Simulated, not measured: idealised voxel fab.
process module | voxel capacitor over wiring
cross-section cut | 205 nm wide | cells 5 nm
A cross-section is a grid of square cells, given in bands from the top down. A band is one or more rows of cells.
Each band's line starts with the height of the band's top and of its bottom, in nm. Then come its materials from left to right, each with its width in nm. One material with "throughout" fills the band from edge to edge. "air" is empty space.
Height 0 is the level under which the wafer as received is all one material. The lowest band goes on downwards, as in "0 down".
A width such as "30 to 40" changes by the same amount from each row of cells to the next, from the band's top row to its bottom row.
"no change" after a step means that no cell of the cross-section changed.
closed voids: empty space of 8 cells or more with no open way to the top, each as width x height at its distance from the left edge, in nm
after a step's settings: what the simulator itself notes on the step
overlay nm, on a step with a mask: how far to the right of its planned place the mask lay; to the left if negative
plan
1 op RECEIVE | material Si
2 op CONFORMAL_DEP | material SiO2 | thk nm 10
3 op CONFORMAL_DEP | material SiCN | thk nm 5
4 op DIRECTIONAL_DEP | material lowk | thk nm 15
5 op PATTERN | tone open | mask id METAL_1 | material resist | width nm 25 | pitch nm 95 | thk nm 15 | overlay nm -15
6 op DIRECTIONAL_ETCH | etch materials lowk | depth nm 15
7 op DIRECTIONAL_ETCH | etch materials SiCN | depth nm 5
8 op STRIP | etch materials resist
9 op CONFORMAL_DEP | material TiN | thk nm 5
10 op FILL_DEP | material Cu | thk nm 5
11 op CMP | height nm 30
12 op EPI | material Ru | thk nm 5
13 op FILL_DEP | material SiCN | thk nm 5
14 op DIRECTIONAL_DEP | material lowk | thk nm 15
15 op DIRECTIONAL_DEP | material aC | thk nm 15
16 op PATTERN | tone open | mask id PLUG_1 | material resist | width nm 15 | thk nm 35 | overlay nm 0
17 op DIRECTIONAL_ETCH | etch materials aC | depth nm 15
18 op STRIP | etch materials resist
19 op DIRECTIONAL_ETCH | etch materials lowk | depth nm 15
20 op DIRECTIONAL_ETCH | etch materials SiCN | depth nm 5
21 op STRIP | etch materials aC
22 op EPI | material Ru | thk nm 10
23 op EPI | material Ru | thk nm 10
24 op DIRECTIONAL_DEP | material TiN | thk nm 10
25 op DIRECTIONAL_DEP | material Al2O3 | thk nm 5
26 op DIRECTIONAL_DEP | material TiN | thk nm 5
27 op MASKED_ETCH | tone cover | mask id UPPER_PLATE | width nm 75 | etch materials TiN | depth nm 5 | overlay nm 0
28 op MASKED_ETCH | tone cover | mask id UPPER_PLATE | width nm 75 | etch materials Al2O3 | depth nm 5 | overlay nm 0
29 op PATTERN | tone cover | mask id LOWER_PLATE | material resist | width nm 85 | thk nm 20 | overlay nm 0
30 op DIRECTIONAL_ETCH | etch materials TiN | depth nm 10
31 op STRIP | etch materials resist
32 op FILL_DEP | material SiO2 | thk nm 20
33 op CMP | height nm 90
34 op DIRECTIONAL_DEP | material aC | thk nm 10
35 op PATTERN | tone open | mask id PLUG_2 | material resist | width nm 15 | thk nm 30 | overlay nm 0
36 op DIRECTIONAL_ETCH | etch materials aC | depth nm 10
37 op STRIP | etch materials resist
38 op DIRECTIONAL_ETCH | etch materials SiO2 | depth nm 15
39 op STRIP | etch materials aC
40 op CONFORMAL_DEP | material TiN | thk nm 5
41 op FILL_DEP | material Ru | thk nm 5
42 op CMP | height nm 90
43 op CONFORMAL_DEP | material SiN | thk nm 5
varied across the wafers: overlay nm of step 5. The plan shows the first wafer's value. All wafers start alike
first wafer as received, after step 1
  0 down: Si throughout
  closed voids: none
first wafer at the end, after step 43
  95 to 90: SiN throughout
  90 to 80: SiO2 60 | TiN 5 | Ru 5 | TiN 5 | SiO2 130
  80 to 70: SiO2 60 to 50 | TiN 15 to 75 | SiO2 130 to 80
  70 to 65: SiO2 50 | Al2O3 75 | SiO2 80
  65 to 55: SiO2 45 | TiN 85 | SiO2 75
  55 to 40: lowk 50 | Ru 15 | lowk 140
  40 to 35: SiCN 50 | Ru 15 | SiCN 140
  35 to 30: SiCN 20 | Ru 35 | SiCN 60 | Ru 35 | SiCN 55
  30 to 15: lowk 25 | TiN 5 | Cu 15 | TiN 5 | lowk 70 | TiN 5 | Cu 15 | TiN 5 | lowk 60
  15 to 10: SiCN 25 | TiN 25 | SiCN 70 | TiN 25 | SiCN 60
  10 to 0: SiO2 throughout
  0 down: Si throughout
  closed voids: none
last wafer at the end
  95 to 90: SiN throughout
  90 to 80: SiO2 60 | TiN 5 | Ru 5 | TiN 5 | SiO2 130
  80 to 70: SiO2 60 to 50 | TiN 15 to 75 | SiO2 130 to 80
  70 to 65: SiO2 50 | Al2O3 75 | SiO2 80
  65 to 55: SiO2 45 | TiN 85 | SiO2 75
  55 to 40: lowk 50 | Ru 15 | lowk 140
  40 to 35: SiCN 50 | Ru 15 | SiCN 140
  35 to 30: SiCN 50 | Ru 35 | SiCN 60 | Ru 35 | SiCN 25
  30 to 15: lowk 55 | TiN 5 | Cu 15 | TiN 5 | lowk 70 | TiN 5 | Cu 15 | TiN 5 | lowk 30
  15 to 10: SiCN 55 | TiN 25 | SiCN 70 | TiN 25 | SiCN 30
  10 to 0: SiO2 throughout
  0 down: Si throughout
  closed voids: none
each wafer at the end: cells of each material gained (+) or lost (-) since it was received, then its closed voids
overlay nm -15 | +15 Al2O3 | +18 Cu | +28 Ru | +96 SiCN | +41 SiN | +296 SiO2 | +78 TiN | +207 lowk | closed voids: none
overlay nm -10 | +15 Al2O3 | +18 Cu | +28 Ru | +96 SiCN | +41 SiN | +296 SiO2 | +78 TiN | +207 lowk | closed voids: none
overlay nm -5 | +15 Al2O3 | +18 Cu | +28 Ru | +96 SiCN | +41 SiN | +296 SiO2 | +78 TiN | +207 lowk | closed voids: none
overlay nm 0 | +15 Al2O3 | +18 Cu | +28 Ru | +96 SiCN | +41 SiN | +296 SiO2 | +78 TiN | +207 lowk | closed voids: none
overlay nm 5 | +15 Al2O3 | +18 Cu | +28 Ru | +96 SiCN | +41 SiN | +296 SiO2 | +78 TiN | +207 lowk | closed voids: none
overlay nm 10 | +15 Al2O3 | +18 Cu | +28 Ru | +96 SiCN | +41 SiN | +296 SiO2 | +78 TiN | +207 lowk | closed voids: none
overlay nm 15 | +15 Al2O3 | +18 Cu | +28 Ru | +96 SiCN | +41 SiN | +296 SiO2 | +78 TiN | +207 lowk | closed voids: none
